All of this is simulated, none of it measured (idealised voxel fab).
Title: Process Module voxel wiring stack
The width of the displayed cross-section, cut, is 225 nm; its cells are square, with a size of 5 nm.
Cross-section layout: square cells on a grid; listed as bands, top to bottom; a band spans one or more cell rows. Look at the band entry: it leads with the top's height and the bottom's height in nm. Then it lists the materials left to right, with a width in nm for each. The word "edge to edge" on a single material says that material fills the band edge to edge. The word "blank" is empty space. Height reference: 0 = level under which incoming wafer is all one material. Lowest band: no bottom, runs on downward, e.g. "top 0, no bottom". The expression "30 to 40" gives the width at the extremes of the band, the first number at its top row of cells and the second at its bottom row, with the width changing by equal amounts from each row to the next in between. Step marked "nothing was modified"? Then no cell in the cross-section changed in it. Closed empty spaces (no open way to the top) of 8 cells or more are what "closed voids" lists, each as width x height at distance from the left edge, nm for all three. Where a step's line continues beyond its settings, the continuation is a remark by the simulator itself on that step. A step line may carry the setting "overlay nm", which, for steps involving a mask, states the distance by which the mask lay to the right of its intended position; negative values denote displacement to the left.

HERE'S WHAT THE PLANNED PROCESS STEPS LOOK LIKE
| 1 | RECEIVE with material Si |
| 2 | CONFORMAL_DEP with material SiO2, thk nm 10 |
| 3 | DIRECTIONAL_DEP with material TiN, thk nm 5 |
| 4 | DIRECTIONAL_DEP with material Ru, thk nm 20 |
| 5 | DIRECTIONAL_DEP with material aC, thk nm 10 |
| 6 | PATTERN with tone cover, mask id METAL_1, material resist, width nm 30, pitch nm 50, thk nm 30, overlay nm 0 |
| 7 | DIRECTIONAL_ETCH with etch materials aC, depth nm 10 |
| 8 | STRIP with etch materials resist |
| 9 | DIRECTIONAL_ETCH with etch materials Ru, depth nm 20 |
| 10 | DIRECTIONAL_ETCH with etch materials TiN, depth nm 5 |
| 11 | STRIP with etch materials aC |
| 12 | CONFORMAL_DEP with material SiCN, thk nm 5 |
| 13 | FILL_DEP with material lowk, thk nm 5 |
| 14 | CMP with height nm 35 |
| 15 | CONFORMAL_DEP with material SiCN, thk nm 5 |
| 16 | DIRECTIONAL_DEP with material lowk, thk nm 15 |
| 17 | MASKED_ETCH with tone open, mask id PLUG_1, width nm 15, pitch nm 50, etch materials lowk, depth nm 15, overlay nm 0 |
| 18 | MASKED_ETCH with tone open, mask id PLUG_1, width nm 15, pitch nm 50, etch materials SiCN, depth nm 5, overlay nm 0 |
| 19 | CONFORMAL_DEP with material TiN, thk nm 5 |
| 20 | FILL_DEP with material Cu, thk nm 10 |
| 21 | CMP with height nm 55 |
| 22 | DIRECTIONAL_DEP with material TiN, thk nm 5 |
| 23 | DIRECTIONAL_DEP with material W, thk nm 20 |
| 24 | PATTERN with tone cover, mask id METAL_2, material resist, width nm 30, pitch nm 50, thk nm 15, overlay nm 0 |
| 25 | DIRECTIONAL_ETCH with etch materials W, depth nm 20 |
| 26 | DIRECTIONAL_ETCH with etch materials TiN, depth nm 5 |
| 27 | STRIP with etch materials resist |
| 28 | FILL_DEP with material lowk, thk nm 5 |
| 29 | CMP with height nm 80 |
| 30 | CONFORMAL_DEP with material SiCN, thk nm 5 |
| 31 | DIRECTIONAL_DEP with material SiO2, thk nm 10 |
| 32 | PATTERN with tone open, mask id PLUG_2, material resist, width nm 15, pitch nm 100, thk nm 20, overlay nm 0 |
| 33 | DIRECTIONAL_ETCH with etch materials SiO2, depth nm 10 |
| 34 | DIRECTIONAL_ETCH with etch materials SiCN, depth nm 5 |
| 35 | STRIP with etch materials resist |
| 36 | EPI with material Ru, thk nm 10 |
| 37 | EPI with material Ru, thk nm 5 |
| 38 | DIRECTIONAL_DEP with material TiN, thk nm 5 |
| 39 | DIRECTIONAL_DEP with material Ru, thk nm 25 |
| 40 | PATTERN with tone cover, mask id METAL_3, material resist, width nm 30, pitch nm 50, thk nm 20, overlay nm 0 |
| 41 | DIRECTIONAL_ETCH with etch materials Ru, depth nm 25 |
| 42 | DIRECTIONAL_ETCH with etch materials TiN, depth nm 5 |
| 43 | STRIP with etch materials resist |
| 44 | FILL_DEP with material lowk, thk nm 10 |
| 45 | CMP with height nm 125 |
| 46 | CONFORMAL_DEP with material SiN, thk nm 5 |
Keep in mind the plan's value for the width nm of step 17 comes from the first wafer; the wafers don't share that setting, but they do share the same starting point.

AS-RECEIVED STATE AFTER STEP 1, FIRST OF SEVERAL WAFERS, CROSS-SECTION
top 0, no bottom | Si edge to edge
closed voids: none

THE FIRST OF SEVERAL WAFERS, SEEN IN CROSS-SECTION AFTER THE MODULE'S LAST STEP, STEP 46
top 130, bottom 125 | SiN edge to edge
top 125, bottom 100 | lowk=20 | Ru=30 | lowk=20 | Ru=30 | lowk=20 | Ru=30 | lowk=20 | Ru=30 | lowk=25
top 100, bottom 95 | lowk=20 | TiN=30 | lowk=20 | TiN=30 | lowk=20 | TiN=30 | lowk=20 | TiN=30 | lowk=25
top 95, bottom 85 | SiO2=20 | Ru=15 | SiO2=85 | Ru=15 | SiO2=90
top 85, bottom 80 | SiCN=20 | Ru=15 | SiCN=85 | Ru=15 | SiCN=90
top 80, bottom 60 | lowk=20 | W=30 | lowk=20 | W=30 | lowk=20 | W=30 | lowk=20 | W=30 | lowk=25
top 60, bottom 55 | lowk=20 | TiN=30 | lowk=20 | TiN=30 | lowk=20 | TiN=30 | lowk=20 | TiN=30 | lowk=25
top 55, bottom 40 | lowk=20 | TiN=5 | Cu=5 | TiN=5 | lowk=35 | TiN=5 | Cu=5 | TiN=5 | lowk=35 | TiN=5 | Cu=5 | TiN=5 | lowk=35 | TiN=5 | Cu=5 | TiN=5 | lowk=40
top 40, bottom 35 | SiCN=20 | TiN=15 | SiCN=35 | TiN=15 | SiCN=35 | TiN=15 | SiCN=35 | TiN=15 | SiCN=40
top 35, bottom 15 | lowk=15 | SiCN=5 | Ru=30 | SiCN=5 | lowk=10 | SiCN=5 | Ru=30 | SiCN=5 | lowk=10 | SiCN=5 | Ru=30 | SiCN=5 | lowk=10 | SiCN=5 | Ru=30 | SiCN=5 | lowk=20
top 15, bottom 10 | SiCN=20 | TiN=30 | SiCN=20 | TiN=30 | SiCN=20 | TiN=30 | SiCN=20 | TiN=30 | SiCN=25
top 10, bottom 0 | SiO2 edge to edge
top 0, no bottom | Si edge to edge
closed voids: none

AT THE END OF THE MODULE, THE LAST OF SEVERAL WAFERS IN CROSS-SECTION
top 130, bottom 125 | SiN edge to edge
top 125, bottom 100 | lowk=20 | Ru=30 | lowk=20 | Ru=30 | lowk=20 | Ru=30 | lowk=20 | Ru=30 | lowk=25
top 100, bottom 95 | lowk=20 | TiN=30 | lowk=20 | TiN=30 | lowk=20 | TiN=30 | lowk=20 | TiN=30 | lowk=25
top 95, bottom 85 | SiO2=20 | Ru=15 | SiO2=85 | Ru=15 | SiO2=90
top 85, bottom 80 | SiCN=20 | Ru=15 | SiCN=85 | Ru=15 | SiCN=90
top 80, bottom 60 | lowk=20 | W=30 | lowk=20 | W=30 | lowk=20 | W=30 | lowk=20 | W=30 | lowk=25
top 60, bottom 55 | lowk=20 | TiN=30 | lowk=20 | TiN=30 | lowk=20 | TiN=30 | lowk=20 | TiN=30 | lowk=25
top 55, bottom 45 | lowk=15 | TiN=5 | Cu=20 | TiN=5 | lowk=20 | TiN=5 | Cu=20 | TiN=5 | lowk=20 | TiN=5 | Cu=20 | TiN=5 | lowk=20 | TiN=5 | Cu=20 | TiN=5 | lowk=30
top 45, bottom 40 | lowk=15 | TiN=10 | Cu=5 | TiN=15 | lowk=20 | TiN=10 | Cu=5 | TiN=15 | lowk=20 | TiN=10 | Cu=5 | TiN=15 | lowk=20 | TiN=10 | Cu=5 | TiN=15 | lowk=30
top 40, bottom 35 | SiCN=20 | TiN=15 | SiCN=35 | TiN=15 | SiCN=35 | TiN=15 | SiCN=35 | TiN=15 | SiCN=40
top 35, bottom 15 | lowk=15 | SiCN=5 | Ru=30 | SiCN=5 | lowk=10 | SiCN=5 | Ru=30 | SiCN=5 | lowk=10 | SiCN=5 | Ru=30 | SiCN=5 | lowk=10 | SiCN=5 | Ru=30 | SiCN=5 | lowk=20
top 15, bottom 10 | SiCN=20 | TiN=30 | SiCN=20 | TiN=30 | SiCN=20 | TiN=30 | SiCN=20 | TiN=30 | SiCN=25
top 10, bottom 0 | SiO2 edge to edge
top 0, no bottom | Si edge to edge
closed voids: none

BELOW, A ROW FOR EVERY WAFER. READ IT AS THE END-OF-MODULE PICTURE: FOR EACH MATERIAL THE WAFER SHOWS ITS CELLS GAINED (+) OR LOST (-) SINCE IT WAS RECEIVED, AND THEN ITS CLOSED VOIDS
width nm 15 | +12 Cu | +234 Ru | +125 SiCN | +45 SiN | +168 SiO2 | +108 TiN | +96 W | +382 lowk | closed voids: none
width nm 20 | +20 Cu | +234 Ru | +125 SiCN | +45 SiN | +168 SiO2 | +112 TiN | +96 W | +370 lowk | closed voids: none
width nm 25 | +28 Cu | +234 Ru | +125 SiCN | +45 SiN | +168 SiO2 | +116 TiN | +96 W | +358 lowk | closed voids: none
width nm 30 | +36 Cu | +234 Ru | +125 SiCN | +45 SiN | +168 SiO2 | +120 TiN | +96 W | +346 lowk | closed voids: none
